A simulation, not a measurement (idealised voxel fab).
Presented below is a process module, voxel capacitor over wiring.
Pictured: cross-section cut, 200 nm wide, on a grid of 5 nm square cells.
If you're reading a cross-section in this doc, picture square cells in a grid; it comes to you as bands, top ones listed first down to the bottom, and a band can be one or more rows of cells.
A band entry consists of two parts. The first gives the height of the band's top and the height of its bottom, in nm. The rest lists the band's materials from left to right, each with its width in nm. A single material labelled with the word "everywhere" fills the band from edge to edge, and the word "empty" marks empty space.
Beneath 0, the wafer as received is one material, and that level is where height counting begins. The lowest band goes on downward without a bottom; it is written like "0 -> down".
The notation "30..40" denotes a width that varies across the rows of cells in the band, beginning at the first number in the top row, finishing at the second number in the bottom row, and changing by an identical amount from each row to the next.
For the purposes of this document, the phrase "no change" attached to a step denotes that no cell within the cross-section was modified by that step.
"Enclosed void inventory" specifies each empty space that is not open to the top and that occupies no fewer than 8 cells, using the form width x height at distance, the distance measured from the left edge and all three quantities in nm.
If you see something after the settings on a step's line, that's the simulator's own remark about that step.
overlay nm: mask offset rightward from planned place, masked step; negative means leftward offset.
PROCESS STEPS (PLANNED)
1 RECEIVE, material Si
2 CONFORMAL_DEP, material SiO2, thk nm 15
3 DIRECTIONAL_DEP, material TiN, thk nm 5
4 DIRECTIONAL_DEP, material W, thk nm 25
5 MASKED_ETCH, tone cover, mask id METAL_1, width nm 20, pitch nm 90, etch materials W, depth nm 25, overlay nm 0
6 MASKED_ETCH, tone cover, mask id METAL_1, width nm 20, pitch nm 90, etch materials TiN, depth nm 5, overlay nm 0
7 FILL_DEP, material SiO2, thk nm 10
8 CMP, height nm 45
9 CONFORMAL_DEP, material SiCN, thk nm 5
10 DIRECTIONAL_DEP, material SiO2, thk nm 20
11 DIRECTIONAL_DEP, material aC, thk nm 10
12 PATTERN, tone open, mask id PLUG_1, material resist, width nm 15, thk nm 25, overlay nm 0
13 DIRECTIONAL_ETCH, etch materials aC, depth nm 10
14 STRIP, etch materials resist
15 DIRECTIONAL_ETCH, etch materials SiO2, depth nm 20
16 DIRECTIONAL_ETCH, etch materials SiCN, depth nm 5
17 STRIP, etch materials aC
18 CONFORMAL_DEP, material TiN, thk nm 5
19 FILL_DEP, material W, thk nm 5
20 CMP, height nm 70
21 DIRECTIONAL_DEP, material TiN, thk nm 10
22 DIRECTIONAL_DEP, material HfO2, thk nm 5
23 DIRECTIONAL_DEP, material TiN, thk nm 5
24 DIRECTIONAL_DEP, material aC, thk nm 15
25 PATTERN, tone cover, mask id UPPER_PLATE, material resist, width nm 75, thk nm 30, overlay nm 0
26 DIRECTIONAL_ETCH, etch materials aC, depth nm 15
27 STRIP, etch materials resist
28 DIRECTIONAL_ETCH, etch materials TiN, depth nm 5
29 DIRECTIONAL_ETCH, etch materials HfO2, depth nm 5
30 STRIP, etch materials aC
31 PATTERN, tone cover, mask id LOWER_PLATE, material resist, width nm 85, thk nm 20, overlay nm 0
32 DIRECTIONAL_ETCH, etch materials TiN, depth nm 10
33 STRIP, etch materials resist
34 FILL_DEP, material SiO2, thk nm 20
35 CMP, height nm 105
36 DIRECTIONAL_DEP, material aC, thk nm 15
37 PATTERN, tone open, mask id PLUG_2, material resist, width nm 15, thk nm 35, overlay nm 0
38 DIRECTIONAL_ETCH, etch materials aC, depth nm 15
39 STRIP, etch materials resist
40 DIRECTIONAL_ETCH, etch materials SiO2, depth nm 15
41 STRIP, etch materials aC
42 CONFORMAL_DEP, material TiN, thk nm 5
43 FILL_DEP, material Cu, thk nm 5
44 CMP, height nm 105
45 CONFORMAL_DEP, material SiN, thk nm 5
RECEIVED-STATE CROSS-SECTION, REFLECTING COMPLETION OF STEP 1
  0 -> down  Si everywhere
  Enclosed void inventory: none
HERE'S THE WAFER CUT IN CROSS-SECTION AFTER THE MODULE, STARTED AND PLANNED JUST LIKE ABOVE, EXCEPT ONE THING WAS DONE WRONG IN THE RUN
  110 -> 105  SiN everywhere
  105 -> 95  SiO2: 60; TiN: 5; Cu: 5; TiN: 5; SiO2: 125
  95 -> 85  SiO2: 60..50; TiN: 15..75; SiO2: 125..75
  85 -> 80  SiO2: 50; HfO2: 75; SiO2: 75
  80 -> 70  SiO2: 45; TiN: 85; SiO2: 70
  70 -> 50  SiO2: 50; TiN: 5; W: 5; TiN: 5; SiO2: 135
  50 -> 45  SiCN: 50; TiN: 15; SiCN: 135
  45 -> 35  SiO2: 45; W: 20; SiO2: 70; W: 20; SiO2: 45
  35 -> 30  SiO2: 45; TiN: 20; SiO2: 70; TiN: 20; SiO2: 45
  30 -> 0  SiO2 everywhere
  0 -> down  Si everywhere
  Enclosed void inventory: none
The plan and the run diverged here: step 2 of the plan was twice carried out
